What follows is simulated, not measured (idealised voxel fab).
Module name: voxel ribs on slabs (process module)
Xsec cut, 160 nm wide, square cell size 5 nm.
When this document writes out a cross-section, it uses a grid of square cells and lists it as bands, beginning at the top and moving down, with a band standing for one or more rows of cells.
Heights first: top, then bottom, in nm. Then materials, left to right, each with a width in nm. "everywhere" on a single material: fills the band edge to edge. "air": empty space.
Height reference: 0 = level under which incoming wafer is all one material. Lowest band: no bottom, runs on downward, e.g. "0 -> down".
The notation "30..40" denotes a width that varies across the rows of cells in the band, beginning at the first number in the top row, finishing at the second number in the bottom row, and changing by an identical amount from each row to the next.
It should be understood that the words "nothing got changed", when stated for a given step, signify that the cross-section underwent no change in any of its cells during that step.
Entry "Closed void register" = empty spaces >= 8 cells with no open way to the top; each as width x height at distance, distance from left edge, all nm.
On each step's line, the part that comes after the settings is the simulator's own comment on the step.
overlay nm, on a step with a mask: how far to the right of its planned place the mask lay; to the left if negative

### The planned process steps are enumerated hereunder
step 1: RECEIVE: material Si
step 2: DIRECTIONAL_DEP: material SiO2, thk nm 20
step 3: DIRECTIONAL_DEP: material SiN, thk nm 20
step 4: MASKED_ETCH: tone cover, mask id RIB, width nm 25, etch materials SiN, depth nm 10, overlay nm 0
step 5: PATTERN: tone cover, mask id SLAB, material resist, width nm 65, thk nm 20, overlay nm 0
step 6: DIRECTIONAL_ETCH: etch materials SiN, depth nm 10
step 7: STRIP: etch materials resist
step 8: FILL_DEP: material SiO2, thk nm 20
step 9: CMP: height nm 50
step 10: DIRECTIONAL_DEP: material TiN, thk nm 10
step 11: MASKED_ETCH: tone cover, mask id HEATER, width nm 35, etch materials TiN, depth nm 10, overlay nm 0
step 12: CONFORMAL_DEP: material SiN, thk nm 5

### Cross-section, incoming material, after step 1
> 0 -> down = Si everywhere
> Closed void register: none

### first wafer at the end, as planned
> 65 -> 60 = 55 nm air  45 nm SiN  60 nm air
> 60 -> 55 = 55 nm air  5 nm SiN  35 nm TiN  5 nm SiN  60 nm air
> 55 -> 50 = 60 nm SiN  35 nm TiN  65 nm SiN
> 50 -> 40 = SiO2 everywhere
> 40 -> 30 = 65 nm SiO2  25 nm SiN  70 nm SiO2
> 30 -> 20 = 45 nm SiO2  65 nm SiN  50 nm SiO2
> 20 -> 0 = SiO2 everywhere
> 0 -> down = Si everywhere
> Closed void register: none

### So this is wafer number two of the two, cut at the end of the module - it started where the first did and had the same plan, we just got one thing wrong running it
> 65 -> 60 = 55 nm air  45 nm SiO2  60 nm air
> 60 -> 55 = 55 nm air  5 nm SiO2  35 nm TiN  5 nm SiO2  60 nm air
> 55 -> 50 = 60 nm SiO2  35 nm TiN  65 nm SiO2
> 50 -> 40 = SiO2 everywhere
> 40 -> 30 = 65 nm SiO2  25 nm SiN  70 nm SiO2
> 30 -> 20 = 45 nm SiO2  65 nm SiN  50 nm SiO2
> 20 -> 0 = SiO2 everywhere
> 0 -> down = Si everywhere
> Closed void register: none
Where did the run depart from the plan? in deviation from the planned setting, step 12 was conducted as CONFORMAL_DEP: material SiO2, thk nm 5
Per the end-of-run cell counts, the second wafer holds more or fewer of some materials than the first: 36 fewer of SiN, 36 more of SiO2
